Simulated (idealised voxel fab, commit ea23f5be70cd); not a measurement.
process module | voxel double patterning
cross-section cut | 175 nm wide | cells 5 nm
A cross-section is a grid of square cells, given in bands from the top down. A band is one or more rows of cells.
Each band's line starts with the height of the band's top and of its bottom, in nm. Then come its materials from left to right, each with its width in nm. One material with "throughout" fills the band from edge to edge. "air" is empty space.
Height 0 is the level under which the wafer as received is all one material. The lowest band goes on downwards, as in "0 down".
A width such as "30 to 40" changes by the same amount from each row of cells to the next, from the band's top row to its bottom row.
"no change" after a step means that no cell of the cross-section changed.
closed voids: empty space of 8 cells or more with no open way to the top, each as width x height at its distance from the left edge, in nm
after a step's settings: what the simulator itself notes on the step
overlay nm, on a step with a mask: how far to the right of its planned place the mask lay; to the left if negative
plan
1 op RECEIVE | material Si
2 op CONFORMAL_DEP | material SiO2 | thk nm 10
3 op DIRECTIONAL_DEP | material W | thk nm 10
4 op DIRECTIONAL_DEP | material SiCN | thk nm 5
5 op DIRECTIONAL_DEP | material aC | thk nm 10
6 op PATTERN | tone open | mask id FIRST | material resist | width nm 15 | pitch nm 50 | thk nm 25 | overlay nm 0
7 op DIRECTIONAL_ETCH | etch materials aC | depth nm 10
8 op STRIP | etch materials resist
9 op DIRECTIONAL_ETCH | etch materials SiCN | depth nm 5
10 op STRIP | etch materials aC
11 op PATTERN | tone open | mask id SECOND | material resist | width nm 15 | pitch nm 50 | thk nm 15 | overlay nm 0
12 op DIRECTIONAL_ETCH | etch materials SiCN | depth nm 5
13 op STRIP | etch materials resist
14 op DIRECTIONAL_ETCH | etch materials W | depth nm 10
15 op STRIP | etch materials SiCN
as received, after step 1
  0 down: Si throughout
  closed voids: none
a wafer at the end: this start, this plan, one mistake
  10 to 0: W 30 | air 15 | W 10 | air 15 | W 10 | air 15 | W 10 | air 15 | W 10 | air 15 | W 30
  0 down: Si throughout
  closed voids: none
what went wrong: step 2 was left out
